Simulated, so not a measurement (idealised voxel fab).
Documented hereafter: the process module known as voxel ribs on slabs.
Shown is cross-section cut, with a width of 260 nm and square cells of size 5 nm.
A cross-section is written here as square cells arranged in a grid, and it is given in bands from the top down, each band taking up one or more rows of cells.
Look at the band entry: it leads with the top's height and the bottom's height in nm. Then it lists the materials left to right, with a width in nm for each. The word "full width" on a single material says that material fills the band edge to edge. The word "air" is empty space.
Ref level 0: as-received wafer is one material below here. Bottom band extends down with no lower bound ("0..down").
A two-number width, for instance "30 to 40", indicates that the width is equal to the first number in the top row of the band and to the second number in the bottom row, and that it changes by a constant amount per row of cells.
For the purposes of this document, the phrase "nothing different" attached to a step denotes that no cell within the cross-section was modified by that step.
"Voids lacking openings" - sealed voids, min. 8 cells, no opening to top; format: width x height at distance (distance from left edge; nm throughout).
The remark found on a step's line after its settings is issued by the simulator itself and pertains to that step.
Steps that use a mask can have "overlay nm" on their line. It says how far the mask sat to the right of where it was meant to be. Negative means to the left.

Process steps - plan:
1: RECEIVE | material Si
2: DIRECTIONAL_DEP | material SiO2 | thk nm 30
3: DIRECTIONAL_DEP | material SiN | thk nm 15
4: PATTERN | tone cover | mask id RIB | material resist | width nm 20 | thk nm 15 | overlay nm 0
5: DIRECTIONAL_ETCH | etch materials SiN | depth nm 10
6: STRIP | etch materials resist
7: PATTERN | tone cover | mask id SLAB | material resist | width nm 50 | thk nm 20 | overlay nm 0
8: DIRECTIONAL_ETCH | etch materials SiN | depth nm 5
9: STRIP | etch materials resist
10: FILL_DEP | material SiO2 | thk nm 20
11: CMP | height nm 60
12: DIRECTIONAL_DEP | material W | thk nm 5
13: PATTERN | tone cover | mask id HEATER | material resist | width nm 30 | thk nm 20 | overlay nm 0
14: DIRECTIONAL_ETCH | etch materials W | depth nm 5
15: STRIP | etch materials resist
16: CONFORMAL_DEP | material SiN | thk nm 10

Concerning the first of two wafers, which was run in accordance with the plan:

The cross-section here shows the wafer as received, i.e. in its state after step 1:
  0..down | Si full width
  Voids lacking openings: none

Step 2 done - wafer cross-section:
  30..0 | SiO2 full width
  Note: structure below 0 unchanged.

Step 3 done - wafer cross-section:
  45..30 | SiN full width
  Note: structure below 30 unchanged.

Step 4 done - wafer cross-section:
  60..45 | 120 air | 20 resist | 120 air
  Note: structure below 45 unchanged.

Step 5 done - wafer cross-section:
  60..45 | 120 air | 20 resist | 120 air
  45..35 | 120 air | 20 SiN | 120 air
  Note: structure below 35 unchanged.

Step 6 done - wafer cross-section:
  45..35 | 120 air | 20 SiN | 120 air
  Note: structure below 35 unchanged.

Step 7 done - wafer cross-section:
  65..45 | 105 air | 50 resist | 105 air
  45..35 | 105 air | 15 resist | 20 SiN | 15 resist | 105 air
  Note: structure below 35 unchanged.

Step 8 done - wafer cross-section:
  65..45 | 105 air | 50 resist | 105 air
  45..35 | 105 air | 15 resist | 20 SiN | 15 resist | 105 air
  35..30 | 105 air | 50 SiN | 105 air
  Note: structure below 30 unchanged.

Step 9 done - wafer cross-section:
  45..35 | 120 air | 20 SiN | 120 air
  Note: structure below 35 unchanged.

Step 10 done - wafer cross-section:
  65..45 | SiO2 full width
  45..35 | 120 SiO2 | 20 SiN | 120 SiO2
  35..30 | 105 SiO2 | 50 SiN | 105 SiO2
  Note: structure below 30 unchanged.

Step 11 done - wafer cross-section:
  60..45 | SiO2 full width
  Note: structure below 45 unchanged.

Step 12 done - wafer cross-section:
  65..60 | W full width
  Note: structure below 60 unchanged.

Step 13 done - wafer cross-section:
  85..65 | 115 air | 30 resist | 115 air
  Note: structure below 65 unchanged.

Step 14 done - wafer cross-section:
  85..65 | 115 air | 30 resist | 115 air
  65..60 | 115 air | 30 W | 115 air
  Note: structure below 60 unchanged.

Step 15 done - wafer cross-section:
  65..60 | 115 air | 30 W | 115 air
  Note: structure below 60 unchanged.

Step 16 done - wafer cross-section:
  75..70 | 105 air | 50 SiN | 105 air
  70..65 | SiN full width
  65..60 | 115 SiN | 30 W | 115 SiN
  Note: structure below 60 unchanged.

It is to be noted that the second wafer proceeded from the same initial state and according to the same plan as the first, although one mistake was committed in its execution; through step 3, inclusive, the two wafers share an identical history:

Cross-section of the second wafer when, according to plan, step 4 should have finished:
  60..45 | 115 air | 30 resist | 115 air
  Note: structure below 45 unchanged.

Cross-section of the second wafer when, according to plan, step 5 should have finished:
  60..45 | 115 air | 30 resist | 115 air
  45..35 | 115 air | 30 SiN | 115 air
  Note: structure below 35 unchanged.

Cross-section of the second wafer when, according to plan, step 6 should have finished:
  45..35 | 115 air | 30 SiN | 115 air
  Note: structure below 35 unchanged.

Cross-section of the second wafer when, according to plan, step 7 should have finished:
  65..45 | 105 air | 50 resist | 105 air
  45..35 | 105 air | 10 resist | 30 SiN | 10 resist | 105 air
  Note: structure below 35 unchanged.

Cross-section of the second wafer when, according to plan, step 8 should have finished:
  65..45 | 105 air | 50 resist | 105 air
  45..35 | 105 air | 10 resist | 30 SiN | 10 resist | 105 air
  35..30 | 105 air | 50 SiN | 105 air
  Note: structure below 30 unchanged.

Cross-section of the second wafer when, according to plan, step 9 should have finished:
  45..35 | 115 air | 30 SiN | 115 air
  Note: structure below 35 unchanged.

Cross-section of the second wafer when, according to plan, step 10 should have finished:
  65..45 | SiO2 full width
  45..35 | 115 SiO2 | 30 SiN | 115 SiO2
  35..30 | 105 SiO2 | 50 SiN | 105 SiO2
  Note: structure below 30 unchanged.

Cross-section of the second wafer when, according to plan, step 11 should have finished:
  60..45 | SiO2 full width
  Note: structure below 45 unchanged.

Cross-section of the second wafer when, according to plan, step 12 should have finished:
  65..60 | W full width
  Note: structure below 60 unchanged.

Cross-section of the second wafer when, according to plan, step 13 should have finished:
  85..65 | 115 air | 30 resist | 115 air
  Note: structure below 65 unchanged.

Cross-section of the second wafer when, according to plan, step 14 should have finished:
  85..65 | 115 air | 30 resist | 115 air
  65..60 | 115 air | 30 W | 115 air
  Note: structure below 60 unchanged.

Cross-section of the second wafer when, according to plan, step 15 should have finished:
  65..60 | 115 air | 30 W | 115 air
  Note: structure below 60 unchanged.

Cross-section of the second wafer when, according to plan, step 16 should have finished:
  75..70 | 105 air | 50 SiN | 105 air
  70..65 | SiN full width
  65..60 | 115 SiN | 30 W | 115 SiN
  Note: structure below 60 unchanged.
Diagnosis: step 4 was not run as planned; what actually ran was PATTERN | tone cover | mask id RIB | material resist | width nm 30 | thk nm 15 | overlay nm 0
The second wafer ends with more or fewer cells of some materials than the first, per final count: 4 more of SiN; 4 fewer of SiO2
